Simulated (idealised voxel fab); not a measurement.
Process module in this document: voxel trench capacitor
The cross-section shown here is cut; it is 230 nm wide and divided into square cells measuring 5 nm on a side.
Square cells in a grid make up a cross-section in this document, and the grid is given as bands, listed from the top down, each one or more rows of cells.
A band entry consists of two parts. The first gives the height of the band's top and the height of its bottom, in nm. The rest lists the band's materials from left to right, each with its width in nm. A single material labelled with the word "everywhere" fills the band from edge to edge, and the word "blank" marks empty space.
Zero point of the height axis is 0; under it, received wafer = one material. Lowest band: continues down indefinitely, "0 and below".
Width spec "30 to 40" -> top row of cells at first value, bottom row at second value, equal per-row change in between.
Basically "nothing different" means that step didn't change any cell in the cross-section.
What "Voids, fully enclosed" gives you is every empty space of 8 cells or more that is cut off from the top. Each appears as width x height at distance, with the distance taken from the left edge and width, height and distance all in nm.
Anything after a step's settings on that line? It's the simulator's own note about the step.
overlay nm: for a step with a mask, the amount by which the mask lay right of where it was planned; a negative amount means left of it.
Plan:
1,RECEIVE,material Si
2,CONFORMAL_DEP,material SiN,thk nm 10
3,MASKED_ETCH,tone open,mask id TRENCH,width nm 20,pitch nm 45,etch materials SiN,depth nm 10,overlay nm 0
4,MASKED_ETCH,tone open,mask id TRENCH,width nm 20,pitch nm 45,etch materials Si,depth nm 25,overlay nm 0
5,CONFORMAL_DEP,material SiO2,thk nm 5
6,FILL_DEP,material polySi,thk nm 10
7,CMP,height nm 10
The first of the two wafers, which ran as planned:
As-received state of the wafer in cross-section, equivalent to post-step 1:
  0 and below  Si everywhere
  Voids, fully enclosed: none
The following cross-section depicts the wafer upon completion of step 2:
  10 down to 0  SiN everywhere
  Rest of section, below 0: as before.
The following cross-section depicts the wafer upon completion of step 3:
  10 down to 0  SiN: 60 | blank: 20 | SiN: 25 | blank: 20 | SiN: 25 | blank: 20 | SiN: 60
  Rest of section, below 0: as before.
The following cross-section depicts the wafer upon completion of step 4:
  10 down to 0  SiN: 60 | blank: 20 | SiN: 25 | blank: 20 | SiN: 25 | blank: 20 | SiN: 60
  0 down to -25  Si: 60 | blank: 20 | Si: 25 | blank: 20 | Si: 25 | blank: 20 | Si: 60
  Rest of section, below -25: as before.
The following cross-section depicts the wafer upon completion of step 5:
  15 down to 10  SiO2: 65 | blank: 10 | SiO2: 35 | blank: 10 | SiO2: 35 | blank: 10 | SiO2: 65
  10 down to 0  SiN: 60 | SiO2: 5 | blank: 10 | SiO2: 5 | SiN: 25 | SiO2: 5 | blank: 10 | SiO2: 5 | SiN: 25 | SiO2: 5 | blank: 10 | SiO2: 5 | SiN: 60
  0 down to -20  Si: 60 | SiO2: 5 | blank: 10 | SiO2: 5 | Si: 25 | SiO2: 5 | blank: 10 | SiO2: 5 | Si: 25 | SiO2: 5 | blank: 10 | SiO2: 5 | Si: 60
  -20 down to -25  Si: 60 | SiO2: 20 | Si: 25 | SiO2: 20 | Si: 25 | SiO2: 20 | Si: 60
  Rest of section, below -25: as before.
The following cross-section depicts the wafer upon completion of step 6:
  25 down to 15  polySi everywhere
  15 down to 10  SiO2: 65 | polySi: 10 | SiO2: 35 | polySi: 10 | SiO2: 35 | polySi: 10 | SiO2: 65
  10 down to 0  SiN: 60 | SiO2: 5 | polySi: 10 | SiO2: 5 | SiN: 25 | SiO2: 5 | polySi: 10 | SiO2: 5 | SiN: 25 | SiO2: 5 | polySi: 10 | SiO2: 5 | SiN: 60
  0 down to -20  Si: 60 | SiO2: 5 | polySi: 10 | SiO2: 5 | Si: 25 | SiO2: 5 | polySi: 10 | SiO2: 5 | Si: 25 | SiO2: 5 | polySi: 10 | SiO2: 5 | Si: 60
  Rest of section, below -20: as before.
The following cross-section depicts the wafer upon completion of step 7:
  10 down to 0  SiN: 60 | SiO2: 5 | polySi: 10 | SiO2: 5 | SiN: 25 | SiO2: 5 | polySi: 10 | SiO2: 5 | SiN: 25 | SiO2: 5 | polySi: 10 | SiO2: 5 | SiN: 60
  Rest of section, below 0: as before.
The second wafer: identical to the first at the outset and in its planned sequence, differing only in that one mistake was made during processing; up to and including step 6, its path is the first wafer's path:
Second wafer, cross-section, planned end of step 7:
  20 down to 15  polySi everywhere
  Rest of section, below 15: as before.
Error vs. plan: planned and actual differ for step 7; actual: CMP,height nm 20
Upon completion, the second wafer contains, in terms of cells, a greater or smaller amount of certain materials than the first wafer: SiO2 +40 | polySi +52
